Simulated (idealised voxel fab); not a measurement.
Process module, titled voxel wiring stack
Xsec cut, 265 nm wide, square cell size 5 nm.
Cross-section, as written here: a square-cell grid given band by band from the top down, where a band holds one or more rows of cells.
A band entry consists of two parts. The first gives the height of the band's top and the height of its bottom, in nm. The rest lists the band's materials from left to right, each with its width in nm. A single material labelled with the word "throughout" fills the band from edge to edge, and the word "air" marks empty space.
Heights are reckoned from 0. Under this level, the received wafer is all of one material. The bottommost band is open-ended downward, for example "z 0 and below".
When a width is written as two numbers, as in "30->40", the first number is the width in the top row of cells of the band and the second is the width in its bottom row, and the width changes by the same amount from each row to the next.
Where a step carries "no change", the cross-section came out of it unchanged, cell for cell.
Voids not open to the top, 8 cells minimum: see "Closed void listing". Written width x height at distance; distance is from the left edge; nm.
Where a step's line continues beyond its settings, the continuation is a remark by the simulator itself on that step.
What "overlay nm" on a step's line means: if the step has a mask, that mask lay this far to the right of its planned place, or, when the value is negative, to the left.

**The following list gives the planned process steps**
1. RECEIVE [material Si]
2. CONFORMAL_DEP [material SiO2] [thk nm 10]
3. CONFORMAL_DEP [material SiCN] [thk nm 5]
4. DIRECTIONAL_DEP [material lowk] [thk nm 20]
5. DIRECTIONAL_DEP [material aC] [thk nm 15]
6. PATTERN [tone open] [mask id METAL_1] [material resist] [width nm 20] [pitch nm 45] [thk nm 35] [overlay nm 0]
7. DIRECTIONAL_ETCH [etch materials aC] [depth nm 15]
8. STRIP [etch materials resist]
9. DIRECTIONAL_ETCH [etch materials lowk] [depth nm 20]
10. DIRECTIONAL_ETCH [etch materials SiCN] [depth nm 5]
11. STRIP [etch materials aC]
12. CONFORMAL_DEP [material TiN] [thk nm 5]
13. FILL_DEP [material Cu] [thk nm 10]
14. CMP [height nm 35]
15. EPI [material Ru] [thk nm 5]
16. FILL_DEP [material SiCN] [thk nm 5]
17. DIRECTIONAL_DEP [material lowk] [thk nm 10]
18. MASKED_ETCH [tone open] [mask id PLUG_1] [width nm 15] [pitch nm 45] [etch materials lowk] [depth nm 10] [overlay nm 0]
19. MASKED_ETCH [tone open] [mask id PLUG_1] [width nm 15] [pitch nm 45] [etch materials SiCN] [depth nm 5] [overlay nm 0]
20. CONFORMAL_DEP [material TiN] [thk nm 5]
21. FILL_DEP [material Cu] [thk nm 5]
22. CMP [height nm 55]
23. CONFORMAL_DEP [material SiCN] [thk nm 5]
24. DIRECTIONAL_DEP [material lowk] [thk nm 25]
25. MASKED_ETCH [tone open] [mask id METAL_2] [width nm 20] [pitch nm 45] [etch materials lowk] [depth nm 25] [overlay nm 0]
26. MASKED_ETCH [tone open] [mask id METAL_2] [width nm 20] [pitch nm 45] [etch materials SiCN] [depth nm 5] [overlay nm 0]
27. CONFORMAL_DEP [material TiN] [thk nm 5]
28. FILL_DEP [material Cu] [thk nm 10]
29. CMP [height nm 85]
30. CONFORMAL_DEP [material SiCN] [thk nm 5]
31. DIRECTIONAL_DEP [material lowk] [thk nm 10]
32. PATTERN [tone open] [mask id PLUG_2] [material resist] [width nm 15] [pitch nm 45] [thk nm 20] [overlay nm 0]
33. DIRECTIONAL_ETCH [etch materials lowk] [depth nm 10]
34. DIRECTIONAL_ETCH [etch materials SiCN] [depth nm 5]
35. STRIP [etch materials resist]
36. CONFORMAL_DEP [material TiN] [thk nm 5]
37. FILL_DEP [material W] [thk nm 10]
38. CMP [height nm 100]
39. DIRECTIONAL_DEP [material TiN] [thk nm 5]
40. DIRECTIONAL_DEP [material Ru] [thk nm 20]
41. MASKED_ETCH [tone cover] [mask id METAL_3] [width nm 20] [pitch nm 45] [etch materials Ru] [depth nm 20] [overlay nm 0]
42. MASKED_ETCH [tone cover] [mask id METAL_3] [width nm 20] [pitch nm 45] [etch materials TiN] [depth nm 5] [overlay nm 0]
43. CONFORMAL_DEP [material SiN] [thk nm 5]
44. FILL_DEP [material lowk] [thk nm 5]
45. CMP [height nm 125]
46. CONFORMAL_DEP [material SiCN] [thk nm 5]
47. DIRECTIONAL_DEP [material lowk] [thk nm 20]
48. DIRECTIONAL_DEP [material aC] [thk nm 15]
49. PATTERN [tone open] [mask id PLUG_3] [material resist] [width nm 15] [thk nm 30] [overlay nm 0]
50. DIRECTIONAL_ETCH [etch materials aC] [depth nm 15]
51. STRIP [etch materials resist]
52. DIRECTIONAL_ETCH [etch materials lowk] [depth nm 20]
53. DIRECTIONAL_ETCH [etch materials SiCN] [depth nm 5]
54. STRIP [etch materials aC]
55. CONFORMAL_DEP [material TiN] [thk nm 5]
56. FILL_DEP [material W] [thk nm 10]
57. CMP [height nm 150]
58. CONFORMAL_DEP [material SiN] [thk nm 5]
59. DIRECTIONAL_DEP [material lowk] [thk nm 15]
60. PATTERN [tone open] [mask id METAL_4] [material resist] [width nm 20] [pitch nm 45] [thk nm 15] [overlay nm 0]
61. DIRECTIONAL_ETCH [etch materials lowk] [depth nm 15]
62. DIRECTIONAL_ETCH [etch materials SiN] [depth nm 5]
63. STRIP [etch materials resist]
64. CONFORMAL_DEP [material TiN] [thk nm 5]
65. FILL_DEP [material Cu] [thk nm 10]
66. CMP [height nm 170]
67. CONFORMAL_DEP [material SiCN] [thk nm 5]

**The first of a set of two wafers, run to plan**

**Wafer as received: cross-section following step 1**
    z 0 and below | Si throughout
    Closed void listing: none

**after step 2**
    z 10 to 0 | SiO2 throughout
    Everything under 0 stays put, no change at all.

**after step 3**
    z 15 to 10 | SiCN throughout
    Everything under 10 stays put, no change at all.

**after step 4**
    z 35 to 15 | lowk throughout
    Everything under 15 stays put, no change at all.

**after step 5**
    z 50 to 35 | aC throughout
    Everything under 35 stays put, no change at all.

**after step 6**
    z 85 to 50 | 100 resist / 20 air / 25 resist / 20 air / 100 resist
    Everything under 50 stays put, no change at all.

**after step 7**
    z 70 to 50 | 100 resist / 20 air / 25 resist / 20 air / 100 resist
    z 50 to 35 | 100 aC / 20 air / 25 aC / 20 air / 100 aC
    Everything under 35 stays put, no change at all.

**after step 8**
    z 50 to 35 | 100 aC / 20 air / 25 aC / 20 air / 100 aC
    Everything under 35 stays put, no change at all.

**after step 9**
    z 50 to 35 | 100 aC / 20 air / 25 aC / 20 air / 100 aC
    z 35 to 15 | 100 lowk / 20 air / 25 lowk / 20 air / 100 lowk
    Everything under 15 stays put, no change at all.

**after step 10**
    z 50 to 35 | 100 aC / 20 air / 25 aC / 20 air / 100 aC
    z 35 to 15 | 100 lowk / 20 air / 25 lowk / 20 air / 100 lowk
    z 15 to 10 | 100 SiCN / 20 air / 25 SiCN / 20 air / 100 SiCN
    Everything under 10 stays put, no change at all.

**after step 11**
    z 35 to 15 | 100 lowk / 20 air / 25 lowk / 20 air / 100 lowk
    Everything under 15 stays put, no change at all.

**after step 12**
    z 40 to 35 | 105 TiN / 10 air / 35 TiN / 10 air / 105 TiN
    z 35 to 15 | 100 lowk / 5 TiN / 10 air / 5 TiN / 25 lowk / 5 TiN / 10 air / 5 TiN / 100 lowk
    z 15 to 10 | 100 SiCN / 20 TiN / 25 SiCN / 20 TiN / 100 SiCN
    Everything under 10 stays put, no change at all.

**after step 13**
    z 50 to 40 | Cu throughout
    z 40 to 35 | 105 TiN / 10 Cu / 35 TiN / 10 Cu / 105 TiN
    z 35 to 15 | 100 lowk / 5 TiN / 10 Cu / 5 TiN / 25 lowk / 5 TiN / 10 Cu / 5 TiN / 100 lowk
    Everything under 15 stays put, no change at all.

**after step 14**
    z 35 to 15 | 100 lowk / 5 TiN / 10 Cu / 5 TiN / 25 lowk / 5 TiN / 10 Cu / 5 TiN / 100 lowk
    Everything under 15 stays put, no change at all.

**after step 15**
    z 40 to 35 | 95 air / 30 Ru / 15 air / 30 Ru / 95 air
    Everything under 35 stays put, no change at all.

**after step 16**
    z 45 to 40 | SiCN throughout
    z 40 to 35 | 95 SiCN / 30 Ru / 15 SiCN / 30 Ru / 95 SiCN
    Everything under 35 stays put, no change at all.

**after step 17**
    z 55 to 45 | lowk throughout
    Everything under 45 stays put, no change at all.

**after step 18**
    z 55 to 45 | 100 lowk / 15 air / 30 lowk / 15 air / 105 lowk
    Everything under 45 stays put, no change at all.

**after step 19**
    z 55 to 45 | 100 lowk / 15 air / 30 lowk / 15 air / 105 lowk
    z 45 to 40 | 100 SiCN / 15 air / 30 SiCN / 15 air / 105 SiCN
    Everything under 40 stays put, no change at all.

**after step 20**
    z 60 to 55 | 105 TiN / 5 air / 40 TiN / 5 air / 110 TiN
    z 55 to 45 | 100 lowk / 5 TiN / 5 air / 5 TiN / 30 lowk / 5 TiN / 5 air / 5 TiN / 105 lowk
    z 45 to 40 | 100 SiCN / 15 TiN / 30 SiCN / 15 TiN / 105 SiCN
    Everything under 40 stays put, no change at all.

**after step 21**
    z 65 to 60 | Cu throughout
    z 60 to 55 | 105 TiN / 5 Cu / 40 TiN / 5 Cu / 110 TiN
    z 55 to 45 | 100 lowk / 5 TiN / 5 Cu / 5 TiN / 30 lowk / 5 TiN / 5 Cu / 5 TiN / 105 lowk
    Everything under 45 stays put, no change at all.

**after step 22**
    z 55 to 45 | 100 lowk / 5 TiN / 5 Cu / 5 TiN / 30 lowk / 5 TiN / 5 Cu / 5 TiN / 105 lowk
    Everything under 45 stays put, no change at all.

**after step 23**
    z 60 to 55 | SiCN throughout
    Everything under 55 stays put, no change at all.

**after step 24**
    z 85 to 60 | lowk throughout
    Everything under 60 stays put, no change at all.

**after step 25**
    z 85 to 60 | 100 lowk / 20 air / 25 lowk / 20 air / 100 lowk
    Everything under 60 stays put, no change at all.

**after step 26**
    z 85 to 60 | 100 lowk / 20 air / 25 lowk / 20 air / 100 lowk
    z 60 to 55 | 100 SiCN / 20 air / 25 SiCN / 20 air / 100 SiCN
    Everything under 55 stays put, no change at all.

**after step 27**
    z 90 to 85 | 105 TiN / 10 air / 35 TiN / 10 air / 105 TiN
    z 85 to 60 | 100 lowk / 5 TiN / 10 air / 5 TiN / 25 lowk / 5 TiN / 10 air / 5 TiN / 100 lowk
    z 60 to 55 | 100 SiCN / 20 TiN / 25 SiCN / 20 TiN / 100 SiCN
    Everything under 55 stays put, no change at all.

**after step 28**
    z 100 to 90 | Cu throughout
    z 90 to 85 | 105 TiN / 10 Cu / 35 TiN / 10 Cu / 105 TiN
    z 85 to 60 | 100 lowk / 5 TiN / 10 Cu / 5 TiN / 25 lowk / 5 TiN / 10 Cu / 5 TiN / 100 lowk
    Everything under 60 stays put, no change at all.

**after step 29**
    z 85 to 60 | 100 lowk / 5 TiN / 10 Cu / 5 TiN / 25 lowk / 5 TiN / 10 Cu / 5 TiN / 100 lowk
    Everything under 60 stays put, no change at all.

**after step 30**
    z 90 to 85 | SiCN throughout
    Everything under 85 stays put, no change at all.

**after step 31**
    z 100 to 90 | lowk throughout
    Everything under 90 stays put, no change at all.

**after step 32**
    z 120 to 100 | 100 resist / 15 air / 30 resist / 15 air / 105 resist
    Everything under 100 stays put, no change at all.

**after step 33**
    z 120 to 100 | 100 resist / 15 air / 30 resist / 15 air / 105 resist
    z 100 to 90 | 100 lowk / 15 air / 30 lowk / 15 air / 105 lowk
    Everything under 90 stays put, no change at all.

**after step 34**
    z 120 to 100 | 100 resist / 15 air / 30 resist / 15 air / 105 resist
    z 100 to 90 | 100 lowk / 15 air / 30 lowk / 15 air / 105 lowk
    z 90 to 85 | 100 SiCN / 15 air / 30 SiCN / 15 air / 105 SiCN
    Everything under 85 stays put, no change at all.

**after step 35**
    z 100 to 90 | 100 lowk / 15 air / 30 lowk / 15 air / 105 lowk
    Everything under 90 stays put, no change at all.

**after step 36**
    z 105 to 100 | 105 TiN / 5 air / 40 TiN / 5 air / 110 TiN
    z 100 to 90 | 100 lowk / 5 TiN / 5 air / 5 TiN / 30 lowk / 5 TiN / 5 air / 5 TiN / 105 lowk
    z 90 to 85 | 100 SiCN / 15 TiN / 30 SiCN / 15 TiN / 105 SiCN
    Everything under 85 stays put, no change at all.

**after step 37**
    z 115 to 105 | W throughout
    z 105 to 100 | 105 TiN / 5 W / 40 TiN / 5 W / 110 TiN
    z 100 to 90 | 100 lowk / 5 TiN / 5 W / 5 TiN / 30 lowk / 5 TiN / 5 W / 5 TiN / 105 lowk
    Everything under 90 stays put, no change at all.

**after step 38**
    z 100 to 90 | 100 lowk / 5 TiN / 5 W / 5 TiN / 30 lowk / 5 TiN / 5 W / 5 TiN / 105 lowk
    Everything under 90 stays put, no change at all.

**after step 39**
    z 105 to 100 | TiN throughout
    Everything under 100 stays put, no change at all.

**after step 40**
    z 125 to 105 | Ru throughout
    Everything under 105 stays put, no change at all.

**after step 41**
    z 125 to 105 | 100 air / 20 Ru / 25 air / 20 Ru / 100 air
    Everything under 105 stays put, no change at all.

**after step 42**
    z 125 to 105 | 100 air / 20 Ru / 25 air / 20 Ru / 100 air
    z 105 to 100 | 100 air / 20 TiN / 25 air / 20 TiN / 100 air
    Everything under 100 stays put, no change at all.

**after step 43**
    z 130 to 125 | 95 air / 30 SiN / 15 air / 30 SiN / 95 air
    z 125 to 105 | 95 air / 5 SiN / 20 Ru / 5 SiN / 15 air / 5 SiN / 20 Ru / 5 SiN / 95 air
    z 105 to 100 | 100 SiN / 20 TiN / 25 SiN / 20 TiN / 100 SiN
    Everything under 100 stays put, no change at all.

**after step 44**
    z 135 to 130 | lowk throughout
    z 130 to 125 | 95 lowk / 30 SiN / 15 lowk / 30 SiN / 95 lowk
    z 125 to 105 | 95 lowk / 5 SiN / 20 Ru / 5 SiN / 15 lowk / 5 SiN / 20 Ru / 5 SiN / 95 lowk
    Everything under 105 stays put, no change at all.

**after step 45**
    z 125 to 105 | 95 lowk / 5 SiN / 20 Ru / 5 SiN / 15 lowk / 5 SiN / 20 Ru / 5 SiN / 95 lowk
    Everything under 105 stays put, no change at all.

**after step 46**
    z 130 to 125 | SiCN throughout
    Everything under 125 stays put, no change at all.

**after step 47**
    z 150 to 130 | lowk throughout
    Everything under 130 stays put, no change at all.

**after step 48**
    z 165 to 150 | aC throughout
    Everything under 150 stays put, no change at all.

**after step 49**
    z 195 to 165 | 100 resist / 15 air / 150 resist
    Everything under 165 stays put, no change at all.

**after step 50**
    z 180 to 165 | 100 resist / 15 air / 150 resist
    z 165 to 150 | 100 aC / 15 air / 150 aC
    Everything under 150 stays put, no change at all.

**after step 51**
    z 165 to 150 | 100 aC / 15 air / 150 aC
    Everything under 150 stays put, no change at all.

**after step 52**
    z 165 to 150 | 100 aC / 15 air / 150 aC
    z 150 to 130 | 100 lowk / 15 air / 150 lowk
    Everything under 130 stays put, no change at all.

**after step 53**
    z 165 to 150 | 100 aC / 15 air / 150 aC
    z 150 to 130 | 100 lowk / 15 air / 150 lowk
    z 130 to 125 | 100 SiCN / 15 air / 150 SiCN
    Everything under 125 stays put, no change at all.

**after step 54**
    z 150 to 130 | 100 lowk / 15 air / 150 lowk
    Everything under 130 stays put, no change at all.

**after step 55**
    z 155 to 150 | 105 TiN / 5 air / 155 TiN
    z 150 to 130 | 100 lowk / 5 TiN / 5 air / 5 TiN / 150 lowk
    z 130 to 125 | 100 SiCN / 15 TiN / 150 SiCN
    Everything under 125 stays put, no change at all.

**after step 56**
    z 165 to 155 | W throughout
    z 155 to 150 | 105 TiN / 5 W / 155 TiN
    z 150 to 130 | 100 lowk / 5 TiN / 5 W / 5 TiN / 150 lowk
    Everything under 130 stays put, no change at all.

**after step 57**
    z 150 to 130 | 100 lowk / 5 TiN / 5 W / 5 TiN / 150 lowk
    Everything under 130 stays put, no change at all.

**after step 58**
    z 155 to 150 | SiN throughout
    Everything under 150 stays put, no change at all.

**after step 59**
    z 170 to 155 | lowk throughout
    Everything under 155 stays put, no change at all.

**after step 60**
    z 185 to 170 | 100 resist / 20 air / 25 resist / 20 air / 100 resist
    Everything under 170 stays put, no change at all.

**after step 61**
    z 185 to 170 | 100 resist / 20 air / 25 resist / 20 air / 100 resist
    z 170 to 155 | 100 lowk / 20 air / 25 lowk / 20 air / 100 lowk
    Everything under 155 stays put, no change at all.

**after step 62**
    z 185 to 170 | 100 resist / 20 air / 25 resist / 20 air / 100 resist
    z 170 to 155 | 100 lowk / 20 air / 25 lowk / 20 air / 100 lowk
    z 155 to 150 | 100 SiN / 20 air / 25 SiN / 20 air / 100 SiN
    Everything under 150 stays put, no change at all.

**after step 63**
    z 170 to 155 | 100 lowk / 20 air / 25 lowk / 20 air / 100 lowk
    Everything under 155 stays put, no change at all.

**after step 64**
    z 175 to 170 | 105 TiN / 10 air / 35 TiN / 10 air / 105 TiN
    z 170 to 155 | 100 lowk / 5 TiN / 10 air / 5 TiN / 25 lowk / 5 TiN / 10 air / 5 TiN / 100 lowk
    z 155 to 150 | 100 SiN / 20 TiN / 25 SiN / 20 TiN / 100 SiN
    Everything under 150 stays put, no change at all.

**after step 65**
    z 185 to 175 | Cu throughout
    z 175 to 170 | 105 TiN / 10 Cu / 35 TiN / 10 Cu / 105 TiN
    z 170 to 155 | 100 lowk / 5 TiN / 10 Cu / 5 TiN / 25 lowk / 5 TiN / 10 Cu / 5 TiN / 100 lowk
    Everything under 155 stays put, no change at all.

**after step 66**
    z 170 to 155 | 100 lowk / 5 TiN / 10 Cu / 5 TiN / 25 lowk / 5 TiN / 10 Cu / 5 TiN / 100 lowk
    Everything under 155 stays put, no change at all.

**after step 67**
    z 175 to 170 | SiCN throughout
    Everything under 170 stays put, no change at all.

**Wafer two. Identical start, identical plan. One mistake in execution. Identical history through step 13**

At the planned end of step 14, the second wafer in cross-section: no change

**At the planned end of step 15, the second wafer in cross-section**
    z 55 to 50 | Ru throughout
    Everything under 50 stays put, no change at all.

**At the planned end of step 16, the second wafer in cross-section**
    z 60 to 55 | SiCN throughout
    Everything under 55 stays put, no change at all.

**At the planned end of step 17, the second wafer in cross-section**
    z 70 to 60 | lowk throughout
    Everything under 60 stays put, no change at all.

**At the planned end of step 18, the second wafer in cross-section**
    z 70 to 60 | 100 lowk / 15 air / 30 lowk / 15 air / 105 lowk
    Everything under 60 stays put, no change at all.

**At the planned end of step 19, the second wafer in cross-section**
    z 70 to 60 | 100 lowk / 15 air / 30 lowk / 15 air / 105 lowk
    z 60 to 55 | 100 SiCN / 15 air / 30 SiCN / 15 air / 105 SiCN
    Everything under 55 stays put, no change at all.

**At the planned end of step 20, the second wafer in cross-section**
    z 75 to 70 | 105 TiN / 5 air / 40 TiN / 5 air / 110 TiN
    z 70 to 60 | 100 lowk / 5 TiN / 5 air / 5 TiN / 30 lowk / 5 TiN / 5 air / 5 TiN / 105 lowk
    z 60 to 55 | 100 SiCN / 15 TiN / 30 SiCN / 15 TiN / 105 SiCN
    Everything under 55 stays put, no change at all.

**At the planned end of step 21, the second wafer in cross-section**
    z 80 to 75 | Cu throughout
    z 75 to 70 | 105 TiN / 5 Cu / 40 TiN / 5 Cu / 110 TiN
    z 70 to 60 | 100 lowk / 5 TiN / 5 Cu / 5 TiN / 30 lowk / 5 TiN / 5 Cu / 5 TiN / 105 lowk
    Everything under 60 stays put, no change at all.

**At the planned end of step 22, the second wafer in cross-section**
    z 55 to 50 | Ru throughout
    Everything under 50 stays put, no change at all.

**At the planned end of step 23, the second wafer in cross-section**
    z 60 to 55 | SiCN throughout
    Everything under 55 stays put, no change at all.

**At the planned end of step 24, the second wafer in cross-section**
    z 85 to 60 | lowk throughout
    Everything under 60 stays put, no change at all.

**At the planned end of step 25, the second wafer in cross-section**
    z 85 to 60 | 100 lowk / 20 air / 25 lowk / 20 air / 100 lowk
    Everything under 60 stays put, no change at all.

**At the planned end of step 26, the second wafer in cross-section**
    z 85 to 60 | 100 lowk / 20 air / 25 lowk / 20 air / 100 lowk
    z 60 to 55 | 100 SiCN / 20 air / 25 SiCN / 20 air / 100 SiCN
    Everything under 55 stays put, no change at all.

**At the planned end of step 27, the second wafer in cross-section**
    z 90 to 85 | 105 TiN / 10 air / 35 TiN / 10 air / 105 TiN
    z 85 to 60 | 100 lowk / 5 TiN / 10 air / 5 TiN / 25 lowk / 5 TiN / 10 air / 5 TiN / 100 lowk
    z 60 to 55 | 100 SiCN / 20 TiN / 25 SiCN / 20 TiN / 100 SiCN
    Everything under 55 stays put, no change at all.

**At the planned end of step 28, the second wafer in cross-section**
    z 100 to 90 | Cu throughout
    z 90 to 85 | 105 TiN / 10 Cu / 35 TiN / 10 Cu / 105 TiN
    z 85 to 60 | 100 lowk / 5 TiN / 10 Cu / 5 TiN / 25 lowk / 5 TiN / 10 Cu / 5 TiN / 100 lowk
    Everything under 60 stays put, no change at all.

**At the planned end of step 29, the second wafer in cross-section**
    z 85 to 60 | 100 lowk / 5 TiN / 10 Cu / 5 TiN / 25 lowk / 5 TiN / 10 Cu / 5 TiN / 100 lowk
    Everything under 60 stays put, no change at all.

**At the planned end of step 30, the second wafer in cross-section**
    z 90 to 85 | SiCN throughout
    Everything under 85 stays put, no change at all.

**At the planned end of step 31, the second wafer in cross-section**
    z 100 to 90 | lowk throughout
    Everything under 90 stays put, no change at all.

**At the planned end of step 32, the second wafer in cross-section**
    z 120 to 100 | 100 resist / 15 air / 30 resist / 15 air / 105 resist
    Everything under 100 stays put, no change at all.

**At the planned end of step 33, the second wafer in cross-section**
    z 120 to 100 | 100 resist / 15 air / 30 resist / 15 air / 105 resist
    z 100 to 90 | 100 lowk / 15 air / 30 lowk / 15 air / 105 lowk
    Everything under 90 stays put, no change at all.

**At the planned end of step 34, the second wafer in cross-section**
    z 120 to 100 | 100 resist / 15 air / 30 resist / 15 air / 105 resist
    z 100 to 90 | 100 lowk / 15 air / 30 lowk / 15 air / 105 lowk
    z 90 to 85 | 100 SiCN / 15 air / 30 SiCN / 15 air / 105 SiCN
    Everything under 85 stays put, no change at all.

**At the planned end of step 35, the second wafer in cross-section**
    z 100 to 90 | 100 lowk / 15 air / 30 lowk / 15 air / 105 lowk
    Everything under 90 stays put, no change at all.

**At the planned end of step 36, the second wafer in cross-section**
    z 105 to 100 | 105 TiN / 5 air / 40 TiN / 5 air / 110 TiN
    z 100 to 90 | 100 lowk / 5 TiN / 5 air / 5 TiN / 30 lowk / 5 TiN / 5 air / 5 TiN / 105 lowk
    z 90 to 85 | 100 SiCN / 15 TiN / 30 SiCN / 15 TiN / 105 SiCN
    Everything under 85 stays put, no change at all.

**At the planned end of step 37, the second wafer in cross-section**
    z 115 to 105 | W throughout
    z 105 to 100 | 105 TiN / 5 W / 40 TiN / 5 W / 110 TiN
    z 100 to 90 | 100 lowk / 5 TiN / 5 W / 5 TiN / 30 lowk / 5 TiN / 5 W / 5 TiN / 105 lowk
    Everything under 90 stays put, no change at all.

**At the planned end of step 38, the second wafer in cross-section**
    z 100 to 90 | 100 lowk / 5 TiN / 5 W / 5 TiN / 30 lowk / 5 TiN / 5 W / 5 TiN / 105 lowk
    Everything under 90 stays put, no change at all.

**At the planned end of step 39, the second wafer in cross-section**
    z 105 to 100 | TiN throughout
    Everything under 100 stays put, no change at all.

**At the planned end of step 40, the second wafer in cross-section**
    z 125 to 105 | Ru throughout
    Everything under 105 stays put, no change at all.

**At the planned end of step 41, the second wafer in cross-section**
    z 125 to 105 | 100 air / 20 Ru / 25 air / 20 Ru / 100 air
    Everything under 105 stays put, no change at all.

**At the planned end of step 42, the second wafer in cross-section**
    z 125 to 105 | 100 air / 20 Ru / 25 air / 20 Ru / 100 air
    z 105 to 100 | 100 air / 20 TiN / 25 air / 20 TiN / 100 air
    Everything under 100 stays put, no change at all.

**At the planned end of step 43, the second wafer in cross-section**
    z 130 to 125 | 95 air / 30 SiN / 15 air / 30 SiN / 95 air
    z 125 to 105 | 95 air / 5 SiN / 20 Ru / 5 SiN / 15 air / 5 SiN / 20 Ru / 5 SiN / 95 air
    z 105 to 100 | 100 SiN / 20 TiN / 25 SiN / 20 TiN / 100 SiN
    Everything under 100 stays put, no change at all.

**At the planned end of step 44, the second wafer in cross-section**
    z 135 to 130 | lowk throughout
    z 130 to 125 | 95 lowk / 30 SiN / 15 lowk / 30 SiN / 95 lowk
    z 125 to 105 | 95 lowk / 5 SiN / 20 Ru / 5 SiN / 15 lowk / 5 SiN / 20 Ru / 5 SiN / 95 lowk
    Everything under 105 stays put, no change at all.

**At the planned end of step 45, the second wafer in cross-section**
    z 125 to 105 | 95 lowk / 5 SiN / 20 Ru / 5 SiN / 15 lowk / 5 SiN / 20 Ru / 5 SiN / 95 lowk
    Everything under 105 stays put, no change at all.

**At the planned end of step 46, the second wafer in cross-section**
    z 130 to 125 | SiCN throughout
    Everything under 125 stays put, no change at all.

**At the planned end of step 47, the second wafer in cross-section**
    z 150 to 130 | lowk throughout
    Everything under 130 stays put, no change at all.

**At the planned end of step 48, the second wafer in cross-section**
    z 165 to 150 | aC throughout
    Everything under 150 stays put, no change at all.

**At the planned end of step 49, the second wafer in cross-section**
    z 195 to 165 | 100 resist / 15 air / 150 resist
    Everything under 165 stays put, no change at all.

**At the planned end of step 50, the second wafer in cross-section**
    z 180 to 165 | 100 resist / 15 air / 150 resist
    z 165 to 150 | 100 aC / 15 air / 150 aC
    Everything under 150 stays put, no change at all.

**At the planned end of step 51, the second wafer in cross-section**
    z 165 to 150 | 100 aC / 15 air / 150 aC
    Everything under 150 stays put, no change at all.

**At the planned end of step 52, the second wafer in cross-section**
    z 165 to 150 | 100 aC / 15 air / 150 aC
    z 150 to 130 | 100 lowk / 15 air / 150 lowk
    Everything under 130 stays put, no change at all.

**At the planned end of step 53, the second wafer in cross-section**
    z 165 to 150 | 100 aC / 15 air / 150 aC
    z 150 to 130 | 100 lowk / 15 air / 150 lowk
    z 130 to 125 | 100 SiCN / 15 air / 150 SiCN
    Everything under 125 stays put, no change at all.

**At the planned end of step 54, the second wafer in cross-section**
    z 150 to 130 | 100 lowk / 15 air / 150 lowk
    Everything under 130 stays put, no change at all.

**At the planned end of step 55, the second wafer in cross-section**
    z 155 to 150 | 105 TiN / 5 air / 155 TiN
    z 150 to 130 | 100 lowk / 5 TiN / 5 air / 5 TiN / 150 lowk
    z 130 to 125 | 100 SiCN / 15 TiN / 150 SiCN
    Everything under 125 stays put, no change at all.

**At the planned end of step 56, the second wafer in cross-section**
    z 165 to 155 | W throughout
    z 155 to 150 | 105 TiN / 5 W / 155 TiN
    z 150 to 130 | 100 lowk / 5 TiN / 5 W / 5 TiN / 150 lowk
    Everything under 130 stays put, no change at all.

**At the planned end of step 57, the second wafer in cross-section**
    z 150 to 130 | 100 lowk / 5 TiN / 5 W / 5 TiN / 150 lowk
    Everything under 130 stays put, no change at all.

**At the planned end of step 58, the second wafer in cross-section**
    z 155 to 150 | SiN throughout
    Everything under 150 stays put, no change at all.

**At the planned end of step 59, the second wafer in cross-section**
    z 170 to 155 | lowk throughout
    Everything under 155 stays put, no change at all.

**At the planned end of step 60, the second wafer in cross-section**
    z 185 to 170 | 100 resist / 20 air / 25 resist / 20 air / 100 resist
    Everything under 170 stays put, no change at all.

**At the planned end of step 61, the second wafer in cross-section**
    z 185 to 170 | 100 resist / 20 air / 25 resist / 20 air / 100 resist
    z 170 to 155 | 100 lowk / 20 air / 25 lowk / 20 air / 100 lowk
    Everything under 155 stays put, no change at all.

**At the planned end of step 62, the second wafer in cross-section**
    z 185 to 170 | 100 resist / 20 air / 25 resist / 20 air / 100 resist
    z 170 to 155 | 100 lowk / 20 air / 25 lowk / 20 air / 100 lowk
    z 155 to 150 | 100 SiN / 20 air / 25 SiN / 20 air / 100 SiN
    Everything under 150 stays put, no change at all.

**At the planned end of step 63, the second wafer in cross-section**
    z 170 to 155 | 100 lowk / 20 air / 25 lowk / 20 air / 100 lowk
    Everything under 155 stays put, no change at all.

**At the planned end of step 64, the second wafer in cross-section**
    z 175 to 170 | 105 TiN / 10 air / 35 TiN / 10 air / 105 TiN
    z 170 to 155 | 100 lowk / 5 TiN / 10 air / 5 TiN / 25 lowk / 5 TiN / 10 air / 5 TiN / 100 lowk
    z 155 to 150 | 100 SiN / 20 TiN / 25 SiN / 20 TiN / 100 SiN
    Everything under 150 stays put, no change at all.

**At the planned end of step 65, the second wafer in cross-section**
    z 185 to 175 | Cu throughout
    z 175 to 170 | 105 TiN / 10 Cu / 35 TiN / 10 Cu / 105 TiN
    z 170 to 155 | 100 lowk / 5 TiN / 10 Cu / 5 TiN / 25 lowk / 5 TiN / 10 Cu / 5 TiN / 100 lowk
    Everything under 155 stays put, no change at all.

**At the planned end of step 66, the second wafer in cross-section**
    z 170 to 155 | 100 lowk / 5 TiN / 10 Cu / 5 TiN / 25 lowk / 5 TiN / 10 Cu / 5 TiN / 100 lowk
    Everything under 155 stays put, no change at all.

**At the planned end of step 67, the second wafer in cross-section**
    z 175 to 170 | SiCN throughout
    Everything under 170 stays put, no change at all.
What was the processing mistake? not run: step 14 of the plan (skipped)
Counted in cells at the end, the second wafer holds more or fewer of these materials than the first: Cu +106; Ru +41; SiCN -88; TiN +35; lowk -94
